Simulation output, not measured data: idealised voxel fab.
process module | voxel quadruple lines
cross-section cut | 225 nm wide | cells 5 nm
A cross-section is a grid of square cells, given in bands from the top down. A band is one or more rows of cells.
Each band's line starts with the height of the band's top and of its bottom, in nm. Then come its materials from left to right, each with its width in nm. One material with "throughout" fills the band from edge to edge. "air" is empty space.
Height 0 is the level under which the wafer as received is all one material. The lowest band goes on downwards, as in "0 down".
A width such as "30 to 40" changes by the same amount from each row of cells to the next, from the band's top row to its bottom row.
"no change" after a step means that no cell of the cross-section changed.
closed voids: empty space of 8 cells or more with no open way to the top, each as width x height at its distance from the left edge, in nm
after a step's settings: what the simulator itself notes on the step
overlay nm, on a step with a mask: how far to the right of its planned place the mask lay; to the left if negative
plan
1 op RECEIVE | material Si
2 op CONFORMAL_DEP | material Al2O3 | thk nm 5
3 op DIRECTIONAL_DEP | material TiN | thk nm 15
4 op DIRECTIONAL_DEP | material polySi | thk nm 20
5 op DIRECTIONAL_DEP | material aC | thk nm 25
6 op PATTERN | tone cover | mask id MANDREL | material resist | width nm 25 | pitch nm 80 | thk nm 35 | overlay nm 0
7 op DIRECTIONAL_ETCH | etch materials aC | depth nm 25
8 op STRIP | etch materials resist
9 op CONFORMAL_DEP | material SiO2 | thk nm 15
10 op DIRECTIONAL_ETCH | etch materials SiO2 | depth nm 15
11 op STRIP | etch materials aC
12 op DIRECTIONAL_ETCH | etch materials polySi | depth nm 20
13 op STRIP | etch materials SiO2
14 op CONFORMAL_DEP | material SiCN | thk nm 5
15 op DIRECTIONAL_ETCH | etch materials SiCN | depth nm 5
16 op STRIP | etch materials polySi
17 op DIRECTIONAL_ETCH | etch materials TiN | depth nm 15
18 op STRIP | etch materials SiCN
19 op FILL_DEP | material SiO2 | thk nm 10
20 op CMP | height nm 20
first wafer, as planned
as received, after step 1
  0 down: Si throughout
  closed voids: none
after step 2
  5 to 0: Al2O3 throughout
  below 0: unchanged
after step 3
  20 to 5: TiN throughout
  below 5: unchanged
after step 4
  40 to 20: polySi throughout
  below 20: unchanged
after step 5
  65 to 40: aC throughout
  below 40: unchanged
after step 6
  100 to 65: air 60 | resist 25 | air 55 | resist 25 | air 60
  below 65: unchanged
after step 7
  75 to 65: air 60 | resist 25 | air 55 | resist 25 | air 60
  65 to 40: air 60 | aC 25 | air 55 | aC 25 | air 60
  below 40: unchanged
after step 8
  65 to 40: air 60 | aC 25 | air 55 | aC 25 | air 60
  below 40: unchanged
after step 9
  80 to 65: air 45 | SiO2 55 | air 25 | SiO2 55 | air 45
  65 to 55: air 45 | SiO2 15 | aC 25 | SiO2 15 | air 25 | SiO2 15 | aC 25 | SiO2 15 | air 45
  55 to 40: SiO2 60 | aC 25 | SiO2 55 | aC 25 | SiO2 60
  below 40: unchanged
after step 10
  65 to 40: air 45 | SiO2 15 | aC 25 | SiO2 15 | air 25 | SiO2 15 | aC 25 | SiO2 15 | air 45
  below 40: unchanged
after step 11
  65 to 40: air 45 | SiO2 15 | air 25 | SiO2 15 | air 25 | SiO2 15 | air 25 | SiO2 15 | air 45
  below 40: unchanged
after step 12
  65 to 40: air 45 | SiO2 15 | air 25 | SiO2 15 | air 25 | SiO2 15 | air 25 | SiO2 15 | air 45
  40 to 20: air 45 | polySi 15 | air 25 | polySi 15 | air 25 | polySi 15 | air 25 | polySi 15 | air 45
  below 20: unchanged
after step 13
  40 to 20: air 45 | polySi 15 | air 25 | polySi 15 | air 25 | polySi 15 | air 25 | polySi 15 | air 45
  below 20: unchanged
after step 14
  45 to 40: air 40 | SiCN 25 | air 15 | SiCN 25 | air 15 | SiCN 25 | air 15 | SiCN 25 | air 40
  40 to 25: air 40 | SiCN 5 | polySi 15 | SiCN 5 | air 15 | SiCN 5 | polySi 15 | SiCN 5 | air 15 | SiCN 5 | polySi 15 | SiCN 5 | air 15 | SiCN 5 | polySi 15 | SiCN 5 | air 40
  25 to 20: SiCN 45 | polySi 15 | SiCN 25 | polySi 15 | SiCN 25 | polySi 15 | SiCN 25 | polySi 15 | SiCN 45
  below 20: unchanged
after step 15
  40 to 20: air 40 | SiCN 5 | polySi 15 | SiCN 5 | air 15 | SiCN 5 | polySi 15 | SiCN 5 | air 15 | SiCN 5 | polySi 15 | SiCN 5 | air 15 | SiCN 5 | polySi 15 | SiCN 5 | air 40
  below 20: unchanged
after step 16
  40 to 20: air 40 | SiCN 5 | air 15 | SiCN 5 | air 15 | SiCN 5 | air 15 | SiCN 5 | air 15 | SiCN 5 | air 15 | SiCN 5 | air 15 | SiCN 5 | air 15 | SiCN 5 | air 40
  below 20: unchanged
after step 17
  40 to 20: air 40 | SiCN 5 | air 15 | SiCN 5 | air 15 | SiCN 5 | air 15 | SiCN 5 | air 15 | SiCN 5 | air 15 | SiCN 5 | air 15 | SiCN 5 | air 15 | SiCN 5 | air 40
  20 to 5: air 40 | TiN 5 | air 15 | TiN 5 | air 15 | TiN 5 | air 15 | TiN 5 | air 15 | TiN 5 | air 15 | TiN 5 | air 15 | TiN 5 | air 15 | TiN 5 | air 40
  below 5: unchanged
after step 18
  20 to 5: air 40 | TiN 5 | air 15 | TiN 5 | air 15 | TiN 5 | air 15 | TiN 5 | air 15 | TiN 5 | air 15 | TiN 5 | air 15 | TiN 5 | air 15 | TiN 5 | air 40
  below 5: unchanged
after step 19
  30 to 20: SiO2 throughout
  20 to 5: SiO2 40 | TiN 5 | SiO2 15 | TiN 5 | SiO2 15 | TiN 5 | SiO2 15 | TiN 5 | SiO2 15 | TiN 5 | SiO2 15 | TiN 5 | SiO2 15 | TiN 5 | SiO2 15 | TiN 5 | SiO2 40
  below 5: unchanged
after step 20
  20 to 5: SiO2 40 | TiN 5 | SiO2 15 | TiN 5 | SiO2 15 | TiN 5 | SiO2 15 | TiN 5 | SiO2 15 | TiN 5 | SiO2 15 | TiN 5 | SiO2 15 | TiN 5 | SiO2 15 | TiN 5 | SiO2 40
  below 5: unchanged
second wafer: like start, like plan, one mistake. Through step 2 it matches the first wafer
when step 3 should have ended
  25 to 5: polySi throughout
  below 5: unchanged
when step 4 should have ended
  40 to 25: TiN throughout
  below 25: unchanged
when step 5 should have ended
  65 to 40: aC throughout
  below 40: unchanged
when step 6 should have ended
  100 to 65: air 60 | resist 25 | air 55 | resist 25 | air 60
  below 65: unchanged
when step 7 should have ended
  75 to 65: air 60 | resist 25 | air 55 | resist 25 | air 60
  65 to 40: air 60 | aC 25 | air 55 | aC 25 | air 60
  below 40: unchanged
when step 8 should have ended
  65 to 40: air 60 | aC 25 | air 55 | aC 25 | air 60
  below 40: unchanged
when step 9 should have ended
  80 to 65: air 45 | SiO2 55 | air 25 | SiO2 55 | air 45
  65 to 55: air 45 | SiO2 15 | aC 25 | SiO2 15 | air 25 | SiO2 15 | aC 25 | SiO2 15 | air 45
  55 to 40: SiO2 60 | aC 25 | SiO2 55 | aC 25 | SiO2 60
  below 40: unchanged
when step 10 should have ended
  65 to 40: air 45 | SiO2 15 | aC 25 | SiO2 15 | air 25 | SiO2 15 | aC 25 | SiO2 15 | air 45
  below 40: unchanged
when step 11 should have ended
  65 to 40: air 45 | SiO2 15 | air 25 | SiO2 15 | air 25 | SiO2 15 | air 25 | SiO2 15 | air 45
  below 40: unchanged
when step 12 should have ended: no change
when step 13 should have ended
  40 to 25: TiN throughout
  below 25: unchanged
when step 14 should have ended
  45 to 40: SiCN throughout
  below 40: unchanged
when step 15 should have ended
  40 to 25: TiN throughout
  below 25: unchanged
when step 16 should have ended: no change
when step 17 should have ended
  25 to 5: polySi throughout
  below 5: unchanged
when step 18 should have ended: no change
when step 19 should have ended
  35 to 25: SiO2 throughout
  below 25: unchanged
when step 20 should have ended
  20 to 5: polySi throughout
  below 5: unchanged
what went wrong: steps 3 and 4 were swapped
at the end the second wafer has, in cells: 111 fewer of SiO2 | 24 fewer of TiN | 135 more of polySi
